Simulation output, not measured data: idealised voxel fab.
Process module, titled voxel released beams
Each square cell in cross-section cut measures 5 nm, and the section as a whole is 220 nm wide.
A cross-section is written here as square cells arranged in a grid, and it is given in bands from the top down, each band taking up one or more rows of cells.
What a band's entry tells you: where the top is and where the bottom is, as heights in nm, and after that what lies inside, material by material from left to right, each with its width in nm. Empty space is written as the word "empty", and a single material marked with the word "all across" occupies the band from edge to edge.
Height datum 0, below which the as-received substrate wafer is one material. Lowest band open at the bottom, running downward: "from 0 down".
It should be noted that a width expressed as "30->40" varies in equal increments from row to row of cells within the band, taking the value of the first number at the top row and that of the second number at the bottom row.
Step marked "no modification"? Then no cell in the cross-section changed in it.
You'll see "Voids, sealed" listing empty spaces that have no way open to the top, as long as they're 8 cells or more; the notation is width x height at distance, where the distance is from the left edge, and all of it is in nm.
Read whatever lies past the settings on a step's line as the simulator's own remark about the step.
overlay nm: right-of-plan distance of the mask on a masked step; negative values mean left-of-plan.
**So here's the lineup of process steps we planned**
1. RECEIVE | material Si
2. CONFORMAL_DEP | material SiN | thk nm 5
3. DIRECTIONAL_DEP | material SiO2 | thk nm 20
4. PATTERN | tone open | mask id ANCHOR | material resist | width nm 45 | thk nm 20 | overlay nm 0
5. DIRECTIONAL_ETCH | etch materials SiO2 | depth nm 20
6. STRIP | etch materials resist
7. CONFORMAL_DEP | material W | thk nm 15
8. PATTERN | tone cover | mask id BEAM | material resist | width nm 95 | thk nm 20 | overlay nm 0
9. DIRECTIONAL_ETCH | etch materials W | depth nm 15
10. STRIP | etch materials resist
11. STRIP | etch materials SiO2
**Shown in cross-section is the wafer as received, that is, as it stands after step 1**
	from 0 down | Si all across
	Voids, sealed: none
**Here's the cross-section of the first of our two wafers at the end of the module - it ran as planned**
	from 40 to 25 | empty: 60  W: 20  empty: 15  W: 60  empty: 65
	from 25 to 20 | empty: 65  W: 15  empty: 15  W: 15  empty: 110
	from 20 to 5 | empty: 65  W: 45  empty: 110
	from 5 to 0 | SiN all across
	from 0 down | Si all across
	Voids, sealed: none
**Here is the second of the two wafers cut open at the end of the module - same start, same plan as the first one, but we made one mistake running it**
	from 40 to 25 | empty: 60  W: 65  empty: 95
	from 25 to 20 | empty: 50  W: 15  SiO2: 45  W: 15  empty: 95
	from 20 to 5 | empty: 50  W: 15  SiO2: 45  W: 45  empty: 65
	from 5 to 0 | SiN all across
	from 0 down | Si all across
	Voids, sealed: none
Finding, execution versus plan: step 4 ran differently from the plan; actual operation with settings: PATTERN | tone cover | mask id ANCHOR | material resist | width nm 45 | thk nm 20 | overlay nm 0
Final wafer comparison in cells, second versus first, more or fewer per material: SiO2 +36
